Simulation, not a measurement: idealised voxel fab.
Name of the process module below: voxel gate over fins
In the cross-section labelled cut, the width is 225 nm and each square cell is 5 nm.
Cross-sections here: square-cell grids, written as top-down lists of bands, a band being one or more rows of cells.
Heights first: top, then bottom, in nm. Then materials, left to right, each with a width in nm. "edge to edge" on a single material: fills the band edge to edge. "empty": empty space.
Measure heights from 0. That's the level where, below it, the as-received wafer is all one material. The lowest band is bottomless and extends downward; write it as in "z 0 and below".
Read "30->40" as a graded width: first number on top, second number at the bottom, same change between each pair of neighbouring rows.
Reading "remained the same" for a step: not a cell of the cross-section changed in it.
The entry "Completely sealed voids" lists the empty spaces that cover at least 8 cells and have no open path to the top. Each is written as width x height at distance, where the distance is measured from the left edge and all three values are in nm.
The remark found on a step's line after its settings is issued by the simulator itself and pertains to that step.
If you see "overlay nm" on a step's line and that step has a mask, it's telling you how far right of where it was planned the mask ended up; a negative number means it went left instead.
# Process steps - plan
step 1: RECEIVE, material Si
step 2: CONFORMAL_DEP, material SiN, thk nm 10
step 3: DIRECTIONAL_DEP, material aC, thk nm 15
step 4: PATTERN, tone cover, mask id FINS, material resist, width nm 15, pitch nm 55, thk nm 35, overlay nm 0
step 5: DIRECTIONAL_ETCH, etch materials aC, depth nm 15
step 6: STRIP, etch materials resist
step 7: DIRECTIONAL_ETCH, etch materials SiN, depth nm 10
step 8: DIRECTIONAL_ETCH, etch materials Si, depth nm 40
step 9: STRIP, etch materials aC
step 10: OXIDIZE, depth nm 5
step 11: FILL_DEP, material SiO2, thk nm 5
step 12: CMP, height nm 10
step 13: DIRECTIONAL_DEP, material aC, thk nm 10
step 14: PATTERN, tone open, mask id RAIL, material resist, width nm 15, thk nm 30, overlay nm 0
step 15: DIRECTIONAL_ETCH, etch materials aC, depth nm 10
step 16: STRIP, etch materials resist
step 17: DIRECTIONAL_ETCH, etch materials SiO2, depth nm 45
step 18: STRIP, etch materials aC
step 19: CONFORMAL_DEP, material TiN, thk nm 5
step 20: FILL_DEP, material Ru, thk nm 10
step 21: CMP, height nm 10
step 22: SELECTIVE_ETCH, etch materials W Ru TiN, depth nm 30
step 23: FILL_DEP, material SiO2, thk nm 5
step 24: CMP, height nm 10
step 25: SELECTIVE_ETCH, etch materials SiO2, depth nm 25
step 26: STRIP, etch materials SiN
step 27: CONFORMAL_DEP, material HfO2, thk nm 5
step 28: CONFORMAL_DEP, material TiN, thk nm 5
step 29: CONFORMAL_DEP, material TiAl, thk nm 5
step 30: CONFORMAL_DEP, material TiN, thk nm 5
step 31: FILL_DEP, material W, thk nm 10
step 32: CMP, height nm 25
step 33: CONFORMAL_DEP, material SiCN, thk nm 10
# Concerning the first of two wafers, which was run in accordance with the plan
# As-received state of the wafer in cross-section, equivalent to post-step 1
    z 0 and below: Si edge to edge
    Completely sealed voids: none
# You're looking at a cross-section of the wafer after step 2
    z 10 to 0: SiN edge to edge
    Everything under 0 stays put, no change at all.
# You're looking at a cross-section of the wafer after step 3
    z 25 to 10: aC edge to edge
    Everything under 10 stays put, no change at all.
# You're looking at a cross-section of the wafer after step 4
    z 60 to 25: empty: 75; resist: 15; empty: 40; resist: 15; empty: 80
    Everything under 25 stays put, no change at all.
# You're looking at a cross-section of the wafer after step 5
    z 45 to 25: empty: 75; resist: 15; empty: 40; resist: 15; empty: 80
    z 25 to 10: empty: 75; aC: 15; empty: 40; aC: 15; empty: 80
    Everything under 10 stays put, no change at all.
# You're looking at a cross-section of the wafer after step 6
    z 25 to 10: empty: 75; aC: 15; empty: 40; aC: 15; empty: 80
    Everything under 10 stays put, no change at all.
# You're looking at a cross-section of the wafer after step 7
    z 25 to 10: empty: 75; aC: 15; empty: 40; aC: 15; empty: 80
    z 10 to 0: empty: 75; SiN: 15; empty: 40; SiN: 15; empty: 80
    Everything under 0 stays put, no change at all.
# You're looking at a cross-section of the wafer after step 8
    z 25 to 10: empty: 75; aC: 15; empty: 40; aC: 15; empty: 80
    z 10 to 0: empty: 75; SiN: 15; empty: 40; SiN: 15; empty: 80
    z 0 to -40: empty: 75; Si: 15; empty: 40; Si: 15; empty: 80
    Everything under -40 stays put, no change at all.
# You're looking at a cross-section of the wafer after step 9
    z 10 to 0: empty: 75; SiN: 15; empty: 40; SiN: 15; empty: 80
    Everything under 0 stays put, no change at all.
# You're looking at a cross-section of the wafer after step 10
    z 10 to 0: empty: 75; SiN: 15; empty: 40; SiN: 15; empty: 80
    z 0 to -40: empty: 75; SiO2: 5; Si: 5; SiO2: 5; empty: 40; SiO2: 5; Si: 5; SiO2: 5; empty: 80
    z -40 to -45: SiO2: 80; Si: 5; SiO2: 50; Si: 5; SiO2: 85
    Everything under -45 stays put, no change at all.
# You're looking at a cross-section of the wafer after step 11
    z 15 to 10: SiO2 edge to edge
    z 10 to 0: SiO2: 75; SiN: 15; SiO2: 40; SiN: 15; SiO2: 80
    z 0 to -45: SiO2: 80; Si: 5; SiO2: 50; Si: 5; SiO2: 85
    Everything under -45 stays put, no change at all.
# You're looking at a cross-section of the wafer after step 12
    z 10 to 0: SiO2: 75; SiN: 15; SiO2: 40; SiN: 15; SiO2: 80
    Everything under 0 stays put, no change at all.
# You're looking at a cross-section of the wafer after step 13
    z 20 to 10: aC edge to edge
    Everything under 10 stays put, no change at all.
# You're looking at a cross-section of the wafer after step 14
    z 50 to 20: resist: 100; empty: 15; resist: 110
    Everything under 20 stays put, no change at all.
# You're looking at a cross-section of the wafer after step 15
    z 40 to 20: resist: 100; empty: 15; resist: 110
    z 20 to 10: aC: 100; empty: 15; aC: 110
    Everything under 10 stays put, no change at all.
# You're looking at a cross-section of the wafer after step 16
    z 20 to 10: aC: 100; empty: 15; aC: 110
    Everything under 10 stays put, no change at all.
# You're looking at a cross-section of the wafer after step 17
    z 20 to 10: aC: 100; empty: 15; aC: 110
    z 10 to 0: SiO2: 75; SiN: 15; SiO2: 10; empty: 15; SiO2: 15; SiN: 15; SiO2: 80
    z 0 to -35: SiO2: 80; Si: 5; SiO2: 15; empty: 15; SiO2: 20; Si: 5; SiO2: 85
    Everything under -35 stays put, no change at all.
# You're looking at a cross-section of the wafer after step 18
    z 10 to 0: SiO2: 75; SiN: 15; SiO2: 10; empty: 15; SiO2: 15; SiN: 15; SiO2: 80
    Everything under 0 stays put, no change at all.
# You're looking at a cross-section of the wafer after step 19
    z 15 to 10: TiN: 105; empty: 5; TiN: 115
    z 10 to 0: SiO2: 75; SiN: 15; SiO2: 10; TiN: 5; empty: 5; TiN: 5; SiO2: 15; SiN: 15; SiO2: 80
    z 0 to -30: SiO2: 80; Si: 5; SiO2: 15; TiN: 5; empty: 5; TiN: 5; SiO2: 20; Si: 5; SiO2: 85
    z -30 to -35: SiO2: 80; Si: 5; SiO2: 15; TiN: 15; SiO2: 20; Si: 5; SiO2: 85
    Everything under -35 stays put, no change at all.
# You're looking at a cross-section of the wafer after step 20
    z 25 to 15: Ru edge to edge
    z 15 to 10: TiN: 105; Ru: 5; TiN: 115
    z 10 to 0: SiO2: 75; SiN: 15; SiO2: 10; TiN: 5; Ru: 5; TiN: 5; SiO2: 15; SiN: 15; SiO2: 80
    z 0 to -30: SiO2: 80; Si: 5; SiO2: 15; TiN: 5; Ru: 5; TiN: 5; SiO2: 20; Si: 5; SiO2: 85
    Everything under -30 stays put, no change at all.
# You're looking at a cross-section of the wafer after step 21
    z 10 to 0: SiO2: 75; SiN: 15; SiO2: 10; TiN: 5; Ru: 5; TiN: 5; SiO2: 15; SiN: 15; SiO2: 80
    Everything under 0 stays put, no change at all.
# You're looking at a cross-section of the wafer after step 22
    z 10 to 0: SiO2: 75; SiN: 15; SiO2: 10; empty: 15; SiO2: 15; SiN: 15; SiO2: 80
    z 0 to -20: SiO2: 80; Si: 5; SiO2: 15; empty: 15; SiO2: 20; Si: 5; SiO2: 85
    Everything under -20 stays put, no change at all.
# You're looking at a cross-section of the wafer after step 23
    z 15 to 10: SiO2 edge to edge
    z 10 to 0: SiO2: 75; SiN: 15; SiO2: 40; SiN: 15; SiO2: 80
    z 0 to -20: SiO2: 80; Si: 5; SiO2: 50; Si: 5; SiO2: 85
    Everything under -20 stays put, no change at all.
# You're looking at a cross-section of the wafer after step 24
    z 10 to 0: SiO2: 75; SiN: 15; SiO2: 40; SiN: 15; SiO2: 80
    Everything under 0 stays put, no change at all.
# You're looking at a cross-section of the wafer after step 25
    z 10 to 0: empty: 75; SiN: 15; empty: 40; SiN: 15; empty: 80
    z 0 to -15: empty: 80; Si: 5; empty: 50; Si: 5; empty: 85
    Everything under -15 stays put, no change at all.
# You're looking at a cross-section of the wafer after step 26
    z 0 to -15: empty: 80; Si: 5; empty: 50; Si: 5; empty: 85
    Everything under -15 stays put, no change at all.
# You're looking at a cross-section of the wafer after step 27
    z 5 to 0: empty: 75; HfO2: 15; empty: 40; HfO2: 15; empty: 80
    z 0 to -10: empty: 75; HfO2: 5; Si: 5; HfO2: 5; empty: 40; HfO2: 5; Si: 5; HfO2: 5; empty: 80
    z -10 to -15: HfO2: 80; Si: 5; HfO2: 50; Si: 5; HfO2: 85
    Everything under -15 stays put, no change at all.
# You're looking at a cross-section of the wafer after step 28
    z 10 to 5: empty: 70; TiN: 25; empty: 30; TiN: 25; empty: 75
    z 5 to 0: empty: 70; TiN: 5; HfO2: 15; TiN: 5; empty: 30; TiN: 5; HfO2: 15; TiN: 5; empty: 75
    z 0 to -5: empty: 70; TiN: 5; HfO2: 5; Si: 5; HfO2: 5; TiN: 5; empty: 30; TiN: 5; HfO2: 5; Si: 5; HfO2: 5; TiN: 5; empty: 75
    z -5 to -10: TiN: 75; HfO2: 5; Si: 5; HfO2: 5; TiN: 40; HfO2: 5; Si: 5; HfO2: 5; TiN: 80
    Everything under -10 stays put, no change at all.
# You're looking at a cross-section of the wafer after step 29
    z 15 to 10: empty: 65; TiAl: 35; empty: 20; TiAl: 35; empty: 70
    z 10 to 5: empty: 65; TiAl: 5; TiN: 25; TiAl: 5; empty: 20; TiAl: 5; TiN: 25; TiAl: 5; empty: 70
    z 5 to 0: empty: 65; TiAl: 5; TiN: 5; HfO2: 15; TiN: 5; TiAl: 5; empty: 20; TiAl: 5; TiN: 5; HfO2: 15; TiN: 5; TiAl: 5; empty: 70
    z 0 to -5: TiAl: 70; TiN: 5; HfO2: 5; Si: 5; HfO2: 5; TiN: 5; TiAl: 30; TiN: 5; HfO2: 5; Si: 5; HfO2: 5; TiN: 5; TiAl: 75
    Everything under -5 stays put, no change at all.
# You're looking at a cross-section of the wafer after step 30
    z 20 to 15: empty: 60; TiN: 45; empty: 10; TiN: 45; empty: 65
    z 15 to 10: empty: 60; TiN: 5; TiAl: 35; TiN: 5; empty: 10; TiN: 5; TiAl: 35; TiN: 5; empty: 65
    z 10 to 5: empty: 60; TiN: 5; TiAl: 5; TiN: 25; TiAl: 5; TiN: 5; empty: 10; TiN: 5; TiAl: 5; TiN: 25; TiAl: 5; TiN: 5; empty: 65
    z 5 to 0: TiN: 65; TiAl: 5; TiN: 5; HfO2: 15; TiN: 5; TiAl: 5; TiN: 20; TiAl: 5; TiN: 5; HfO2: 15; TiN: 5; TiAl: 5; TiN: 70
    Everything under 0 stays put, no change at all.
# You're looking at a cross-section of the wafer after step 31
    z 30 to 20: W edge to edge
    z 20 to 15: W: 60; TiN: 45; W: 10; TiN: 45; W: 65
    z 15 to 10: W: 60; TiN: 5; TiAl: 35; TiN: 5; W: 10; TiN: 5; TiAl: 35; TiN: 5; W: 65
    z 10 to 5: W: 60; TiN: 5; TiAl: 5; TiN: 25; TiAl: 5; TiN: 5; W: 10; TiN: 5; TiAl: 5; TiN: 25; TiAl: 5; TiN: 5; W: 65
    Everything under 5 stays put, no change at all.
# You're looking at a cross-section of the wafer after step 32
    z 25 to 20: W edge to edge
    Everything under 20 stays put, no change at all.
# You're looking at a cross-section of the wafer after step 33
    z 35 to 25: SiCN edge to edge
    Everything under 25 stays put, no change at all.
# Companion wafer, the second of two: same beginning, same intended sequence, one mistake in carrying it out; through step 3 inclusive it tracks the first exactly
# Cross-section of the second wafer when, according to plan, step 4 should have finished
    z 60 to 25: empty: 65; resist: 15; empty: 40; resist: 15; empty: 90
    Everything under 25 stays put, no change at all.
# Cross-section of the second wafer when, according to plan, step 5 should have finished
    z 45 to 25: empty: 65; resist: 15; empty: 40; resist: 15; empty: 90
    z 25 to 10: empty: 65; aC: 15; empty: 40; aC: 15; empty: 90
    Everything under 10 stays put, no change at all.
# Cross-section of the second wafer when, according to plan, step 6 should have finished
    z 25 to 10: empty: 65; aC: 15; empty: 40; aC: 15; empty: 90
    Everything under 10 stays put, no change at all.
# Cross-section of the second wafer when, according to plan, step 7 should have finished
    z 25 to 10: empty: 65; aC: 15; empty: 40; aC: 15; empty: 90
    z 10 to 0: empty: 65; SiN: 15; empty: 40; SiN: 15; empty: 90
    Everything under 0 stays put, no change at all.
# Cross-section of the second wafer when, according to plan, step 8 should have finished
    z 25 to 10: empty: 65; aC: 15; empty: 40; aC: 15; empty: 90
    z 10 to 0: empty: 65; SiN: 15; empty: 40; SiN: 15; empty: 90
    z 0 to -40: empty: 65; Si: 15; empty: 40; Si: 15; empty: 90
    Everything under -40 stays put, no change at all.
# Cross-section of the second wafer when, according to plan, step 9 should have finished
    z 10 to 0: empty: 65; SiN: 15; empty: 40; SiN: 15; empty: 90
    Everything under 0 stays put, no change at all.
# Cross-section of the second wafer when, according to plan, step 10 should have finished
    z 10 to 0: empty: 65; SiN: 15; empty: 40; SiN: 15; empty: 90
    z 0 to -40: empty: 65; SiO2: 5; Si: 5; SiO2: 5; empty: 40; SiO2: 5; Si: 5; SiO2: 5; empty: 90
    z -40 to -45: SiO2: 70; Si: 5; SiO2: 50; Si: 5; SiO2: 95
    Everything under -45 stays put, no change at all.
# Cross-section of the second wafer when, according to plan, step 11 should have finished
    z 15 to 10: SiO2 edge to edge
    z 10 to 0: SiO2: 65; SiN: 15; SiO2: 40; SiN: 15; SiO2: 90
    z 0 to -45: SiO2: 70; Si: 5; SiO2: 50; Si: 5; SiO2: 95
    Everything under -45 stays put, no change at all.
# Cross-section of the second wafer when, according to plan, step 12 should have finished
    z 10 to 0: SiO2: 65; SiN: 15; SiO2: 40; SiN: 15; SiO2: 90
    Everything under 0 stays put, no change at all.
# Cross-section of the second wafer when, according to plan, step 13 should have finished
    z 20 to 10: aC edge to edge
    Everything under 10 stays put, no change at all.
# Cross-section of the second wafer when, according to plan, step 14 should have finished
    z 50 to 20: resist: 100; empty: 15; resist: 110
    Everything under 20 stays put, no change at all.
# Cross-section of the second wafer when, according to plan, step 15 should have finished
    z 40 to 20: resist: 100; empty: 15; resist: 110
    z 20 to 10: aC: 100; empty: 15; aC: 110
    Everything under 10 stays put, no change at all.
# Cross-section of the second wafer when, according to plan, step 16 should have finished
    z 20 to 10: aC: 100; empty: 15; aC: 110
    Everything under 10 stays put, no change at all.
# Cross-section of the second wafer when, according to plan, step 17 should have finished
    z 20 to 10: aC: 100; empty: 15; aC: 110
    z 10 to 0: SiO2: 65; SiN: 15; SiO2: 20; empty: 15; SiO2: 5; SiN: 15; SiO2: 90
    z 0 to -35: SiO2: 70; Si: 5; SiO2: 25; empty: 15; SiO2: 10; Si: 5; SiO2: 95
    Everything under -35 stays put, no change at all.
# Cross-section of the second wafer when, according to plan, step 18 should have finished
    z 10 to 0: SiO2: 65; SiN: 15; SiO2: 20; empty: 15; SiO2: 5; SiN: 15; SiO2: 90
    Everything under 0 stays put, no change at all.
# Cross-section of the second wafer when, according to plan, step 19 should have finished
    z 15 to 10: TiN: 105; empty: 5; TiN: 115
    z 10 to 0: SiO2: 65; SiN: 15; SiO2: 20; TiN: 5; empty: 5; TiN: 5; SiO2: 5; SiN: 15; SiO2: 90
    z 0 to -30: SiO2: 70; Si: 5; SiO2: 25; TiN: 5; empty: 5; TiN: 5; SiO2: 10; Si: 5; SiO2: 95
    z -30 to -35: SiO2: 70; Si: 5; SiO2: 25; TiN: 15; SiO2: 10; Si: 5; SiO2: 95
    Everything under -35 stays put, no change at all.
# Cross-section of the second wafer when, according to plan, step 20 should have finished
    z 25 to 15: Ru edge to edge
    z 15 to 10: TiN: 105; Ru: 5; TiN: 115
    z 10 to 0: SiO2: 65; SiN: 15; SiO2: 20; TiN: 5; Ru: 5; TiN: 5; SiO2: 5; SiN: 15; SiO2: 90
    z 0 to -30: SiO2: 70; Si: 5; SiO2: 25; TiN: 5; Ru: 5; TiN: 5; SiO2: 10; Si: 5; SiO2: 95
    Everything under -30 stays put, no change at all.
# Cross-section of the second wafer when, according to plan, step 21 should have finished
    z 10 to 0: SiO2: 65; SiN: 15; SiO2: 20; TiN: 5; Ru: 5; TiN: 5; SiO2: 5; SiN: 15; SiO2: 90
    Everything under 0 stays put, no change at all.
# Cross-section of the second wafer when, according to plan, step 22 should have finished
    z 10 to 0: SiO2: 65; SiN: 15; SiO2: 20; empty: 15; SiO2: 5; SiN: 15; SiO2: 90
    z 0 to -20: SiO2: 70; Si: 5; SiO2: 25; empty: 15; SiO2: 10; Si: 5; SiO2: 95
    Everything under -20 stays put, no change at all.
# Cross-section of the second wafer when, according to plan, step 23 should have finished
    z 15 to 10: SiO2 edge to edge
    z 10 to 0: SiO2: 65; SiN: 15; SiO2: 40; SiN: 15; SiO2: 90
    z 0 to -20: SiO2: 70; Si: 5; SiO2: 50; Si: 5; SiO2: 95
    Everything under -20 stays put, no change at all.
# Cross-section of the second wafer when, according to plan, step 24 should have finished
    z 10 to 0: SiO2: 65; SiN: 15; SiO2: 40; SiN: 15; SiO2: 90
    Everything under 0 stays put, no change at all.
# Cross-section of the second wafer when, according to plan, step 25 should have finished
    z 10 to 0: empty: 65; SiN: 15; empty: 40; SiN: 15; empty: 90
    z 0 to -15: empty: 70; Si: 5; empty: 50; Si: 5; empty: 95
    Everything under -15 stays put, no change at all.
# Cross-section of the second wafer when, according to plan, step 26 should have finished
    z 0 to -15: empty: 70; Si: 5; empty: 50; Si: 5; empty: 95
    Everything under -15 stays put, no change at all.
# Cross-section of the second wafer when, according to plan, step 27 should have finished
    z 5 to 0: empty: 65; HfO2: 15; empty: 40; HfO2: 15; empty: 90
    z 0 to -10: empty: 65; HfO2: 5; Si: 5; HfO2: 5; empty: 40; HfO2: 5; Si: 5; HfO2: 5; empty: 90
    z -10 to -15: HfO2: 70; Si: 5; HfO2: 50; Si: 5; HfO2: 95
    Everything under -15 stays put, no change at all.
# Cross-section of the second wafer when, according to plan, step 28 should have finished
    z 10 to 5: empty: 60; TiN: 25; empty: 30; TiN: 25; empty: 85
    z 5 to 0: empty: 60; TiN: 5; HfO2: 15; TiN: 5; empty: 30; TiN: 5; HfO2: 15; TiN: 5; empty: 85
    z 0 to -5: empty: 60; TiN: 5; HfO2: 5; Si: 5; HfO2: 5; TiN: 5; empty: 30; TiN: 5; HfO2: 5; Si: 5; HfO2: 5; TiN: 5; empty: 85
    z -5 to -10: TiN: 65; HfO2: 5; Si: 5; HfO2: 5; TiN: 40; HfO2: 5; Si: 5; HfO2: 5; TiN: 90
    Everything under -10 stays put, no change at all.
# Cross-section of the second wafer when, according to plan, step 29 should have finished
    z 15 to 10: empty: 55; TiAl: 35; empty: 20; TiAl: 35; empty: 80
    z 10 to 5: empty: 55; TiAl: 5; TiN: 25; TiAl: 5; empty: 20; TiAl: 5; TiN: 25; TiAl: 5; empty: 80
    z 5 to 0: empty: 55; TiAl: 5; TiN: 5; HfO2: 15; TiN: 5; TiAl: 5; empty: 20; TiAl: 5; TiN: 5; HfO2: 15; TiN: 5; TiAl: 5; empty: 80
    z 0 to -5: TiAl: 60; TiN: 5; HfO2: 5; Si: 5; HfO2: 5; TiN: 5; TiAl: 30; TiN: 5; HfO2: 5; Si: 5; HfO2: 5; TiN: 5; TiAl: 85
    Everything under -5 stays put, no change at all.
# Cross-section of the second wafer when, according to plan, step 30 should have finished
    z 20 to 15: empty: 50; TiN: 45; empty: 10; TiN: 45; empty: 75
    z 15 to 10: empty: 50; TiN: 5; TiAl: 35; TiN: 5; empty: 10; TiN: 5; TiAl: 35; TiN: 5; empty: 75
    z 10 to 5: empty: 50; TiN: 5; TiAl: 5; TiN: 25; TiAl: 5; TiN: 5; empty: 10; TiN: 5; TiAl: 5; TiN: 25; TiAl: 5; TiN: 5; empty: 75
    z 5 to 0: TiN: 55; TiAl: 5; TiN: 5; HfO2: 15; TiN: 5; TiAl: 5; TiN: 20; TiAl: 5; TiN: 5; HfO2: 15; TiN: 5; TiAl: 5; TiN: 80
    Everything under 0 stays put, no change at all.
# Cross-section of the second wafer when, according to plan, step 31 should have finished
    z 30 to 20: W edge to edge
    z 20 to 15: W: 50; TiN: 45; W: 10; TiN: 45; W: 75
    z 15 to 10: W: 50; TiN: 5; TiAl: 35; TiN: 5; W: 10; TiN: 5; TiAl: 35; TiN: 5; W: 75
    z 10 to 5: W: 50; TiN: 5; TiAl: 5; TiN: 25; TiAl: 5; TiN: 5; W: 10; TiN: 5; TiAl: 5; TiN: 25; TiAl: 5; TiN: 5; W: 75
    Everything under 5 stays put, no change at all.
# Cross-section of the second wafer when, according to plan, step 32 should have finished
    z 25 to 20: W edge to edge
    Everything under 20 stays put, no change at all.
# Cross-section of the second wafer when, according to plan, step 33 should have finished
    z 35 to 25: SiCN edge to edge
    Everything under 25 stays put, no change at all.
Short version of what went wrong: step 4 ran differently from the plan; actual operation with settings: PATTERN, tone cover, mask id FINS, material resist, width nm 15, pitch nm 55, thk nm 35, overlay nm -10
Final state: per-material cell counts identical on both wafers; locations differ.
